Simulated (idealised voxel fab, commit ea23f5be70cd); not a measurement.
Proc. module: voxel gate over fins
Shown is cross-section cut, with a width of 290 nm and square cells of size 5 nm.
Cross-section = grid of square cells, listed top down in bands; band = one or more rows. It is stipulated that each band's entry specify, in nanometres, the height of the top of the band and then that of its bottom, followed by the materials of the band in left-to-right sequence, each together with its width in nanometres. A single material marked by the word "edge to edge" is understood to fill the band from edge to edge; the word "air" is understood to denote empty space. It should be noted that heights are counted from 0, beneath which the wafer as supplied is of one material throughout, and that the lowest band possesses no lower boundary but continues downward, as written in "0 and below". Per-row width for "30->40": begins at first number (top row of band), ends at second number (bottom row), increment between rows held constant. "same as before" after a step means that no cell of the cross-section changed. In "Closed cavity list" the enclosed voids are listed, meaning empty spaces of 8 cells or larger without any opening to the top. The form is width x height at distance, distance from the left edge, units nm. Read whatever lies past the settings on a step's line as the simulator's own remark about the step. overlay nm: where the mask lay relative to plan, measured to the right, on steps with a mask; negatives go left.

Steps in the process plan:
1,RECEIVE: material Si
2,CONFORMAL_DEP: material SiN, thk nm 5
3,DIRECTIONAL_DEP: material aC, thk nm 10
4,PATTERN: tone cover, mask id FINS, material resist, width nm 15, pitch nm 55, thk nm 30, overlay nm 0
5,DIRECTIONAL_ETCH: etch materials aC, depth nm 10
6,STRIP: etch materials resist
7,DIRECTIONAL_ETCH: etch materials SiN, depth nm 5
8,DIRECTIONAL_ETCH: etch materials Si, depth nm 35
9,STRIP: etch materials aC
10,FILL_DEP: material SiO2, thk nm 15
11,CMP: height nm 5
12,DIRECTIONAL_DEP: material aC, thk nm 15
13,PATTERN: tone open, mask id RAIL, material resist, width nm 15, thk nm 35, overlay nm 0
14,DIRECTIONAL_ETCH: etch materials aC, depth nm 15
15,STRIP: etch materials resist
16,DIRECTIONAL_ETCH: etch materials SiO2, depth nm 35
17,STRIP: etch materials aC
18,CONFORMAL_DEP: material TiN, thk nm 5
19,FILL_DEP: material Ru, thk nm 5
20,CMP: height nm 5
21,SELECTIVE_ETCH: etch materials W Ru TiN, depth nm 20
22,FILL_DEP: material SiO2, thk nm 5
23,CMP: height nm 5
24,SELECTIVE_ETCH: etch materials SiO2, depth nm 15
25,STRIP: etch materials SiN
26,CONFORMAL_DEP: material HfO2, thk nm 5
27,CONFORMAL_DEP: material TiN, thk nm 5
28,CONFORMAL_DEP: material TiAl, thk nm 5
29,CONFORMAL_DEP: material TiN, thk nm 5
30,FILL_DEP: material W, thk nm 15
31,CMP: height nm 30
32,CONFORMAL_DEP: material SiCN, thk nm 10

As-received wafer cross-section (after step 1):
> 0 and below | Si edge to edge
> Closed cavity list: none

Result of the module, cross-sectioned: start per above, plan per above, one error in how it was run:
> 40 down to 30 | SiCN edge to edge
> 30 down to 20 | W edge to edge
> 20 down to 15 | W (90); TiN (110); W (90)
> 15 down to 10 | W (90); TiN (5); TiAl (45); TiN (10); TiAl (45); TiN (5); W (90)
> 10 down to 5 | W (90); TiN (5); TiAl (5); TiN (35); TiAl (5); TiN (10); TiAl (5); TiN (35); TiAl (5); TiN (5); W (90)
> 5 down to 0 | W (90); TiN (5); TiAl (5); TiN (5); HfO2 (25); TiN (5); TiAl (5); TiN (10); TiAl (5); TiN (5); HfO2 (25); TiN (5); TiAl (5); TiN (5); W (90)
> 0 down to -5 | W (90); TiN (5); TiAl (5); TiN (5); HfO2 (5); Si (15); HfO2 (5); TiN (5); TiAl (20); TiN (5); HfO2 (5); Si (15); HfO2 (5); TiN (5); TiAl (5); TiN (5); W (90)
> -5 down to -10 | TiN (95); TiAl (5); TiN (5); HfO2 (5); Si (15); HfO2 (5); TiN (30); HfO2 (5); Si (15); HfO2 (5); TiN (5); TiAl (5); TiN (95)
> -10 down to -15 | TiAl (100); TiN (5); HfO2 (5); Si (15); HfO2 (30); TiN (5); HfO2 (5); Si (15); HfO2 (5); TiN (5); TiAl (100)
> -15 down to -20 | TiN (105); HfO2 (5); Si (15); HfO2 (10); TiN (5); Ru (5); TiN (5); HfO2 (5); TiN (5); HfO2 (5); Si (15); HfO2 (5); TiN (105)
> -20 down to -25 | HfO2 (110); Si (15); HfO2 (10); TiN (5); Ru (5); TiN (5); HfO2 (15); Si (15); HfO2 (110)
> -25 down to -30 | SiO2 (110); Si (15); SiO2 (10); TiN (15); SiO2 (15); Si (15); SiO2 (110)
> -30 down to -35 | SiO2 (110); Si (15); SiO2 (40); Si (15); SiO2 (110)
> -35 and below | Si edge to edge
> Closed cavity list: none
The plan and the run diverged here: the plan's step 24 ran twice
